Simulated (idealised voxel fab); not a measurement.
process module | voxel gate over fins
cross-section cut | 235 nm wide | cells 5 nm
A cross-section is a grid of square cells, given in bands from the top down. A band is one or more rows of cells.
Each band's line starts with the height of the band's top and of its bottom, in nm. Then come its materials from left to right, each with its width in nm. One material with "throughout" fills the band from edge to edge. "air" is empty space.
Height 0 is the level under which the wafer as received is all one material. The lowest band goes on downwards, as in "0 down".
A width such as "30 to 40" changes by the same amount from each row of cells to the next, from the band's top row to its bottom row.
"no change" after a step means that no cell of the cross-section changed.
closed voids: empty space of 8 cells or more with no open way to the top, each as width x height at its distance from the left edge, in nm
after a step's settings: what the simulator itself notes on the step
overlay nm, on a step with a mask: how far to the right of its planned place the mask lay; to the left if negative
plan
1 op RECEIVE | material Si
2 op CONFORMAL_DEP | material SiN | thk nm 10
3 op DIRECTIONAL_DEP | material aC | thk nm 15
4 op PATTERN | tone cover | mask id FINS | material resist | width nm 15 | pitch nm 50 | thk nm 30 | overlay nm 0
5 op DIRECTIONAL_ETCH | etch materials aC | depth nm 15
6 op STRIP | etch materials resist
7 op DIRECTIONAL_ETCH | etch materials SiN | depth nm 10
8 op DIRECTIONAL_ETCH | etch materials Si | depth nm 30
9 op STRIP | etch materials aC
10 op FILL_DEP | material SiO2 | thk nm 5
11 op CMP | height nm 10
12 op DIRECTIONAL_DEP | material aC | thk nm 15
13 op PATTERN | tone open | mask id RAIL | material resist | width nm 15 | thk nm 30 | overlay nm 0
14 op DIRECTIONAL_ETCH | etch materials aC | depth nm 15
15 op STRIP | etch materials resist
16 op DIRECTIONAL_ETCH | etch materials SiO2 | depth nm 35
17 op STRIP | etch materials aC
18 op CONFORMAL_DEP | material TiN | thk nm 5
19 op FILL_DEP | material W | thk nm 10
20 op CMP | height nm 10
21 op SELECTIVE_ETCH | etch materials W Ru TiN | depth nm 25
22 op FILL_DEP | material SiO2 | thk nm 5
23 op CMP | height nm 10
24 op SELECTIVE_ETCH | etch materials SiO2 | depth nm 20
25 op STRIP | etch materials SiN
26 op CONFORMAL_DEP | material HfO2 | thk nm 5
27 op CONFORMAL_DEP | material TiN | thk nm 5
28 op FILL_DEP | material W | thk nm 10
29 op CMP | height nm 15
30 op CONFORMAL_DEP | material SiCN | thk nm 10
as received, after step 1
  0 down: Si throughout
  closed voids: none
a wafer at the end: this start, this plan, one mistake
  25 to 15: SiCN throughout
  15 to 10: HfO2 65 | TiN 5 | HfO2 45 | TiN 5 | HfO2 45 | TiN 5 | HfO2 65
  10 to 5: SiCN 60 | HfO2 5 | TiN 5 | HfO2 5 | SiCN 35 | HfO2 5 | TiN 5 | HfO2 5 | SiCN 35 | HfO2 5 | TiN 5 | HfO2 5 | SiCN 60
  5 to 0: SiCN 60 | HfO2 15 | SiCN 35 | HfO2 15 | SiCN 35 | HfO2 15 | SiCN 60
  0 to -30: SiCN 60 | Si 15 | SiCN 35 | Si 15 | SiCN 35 | Si 15 | SiCN 60
  -30 down: Si throughout
  closed voids: none
what went wrong: step 10 ran as: op FILL_DEP | material SiCN | thk nm 5
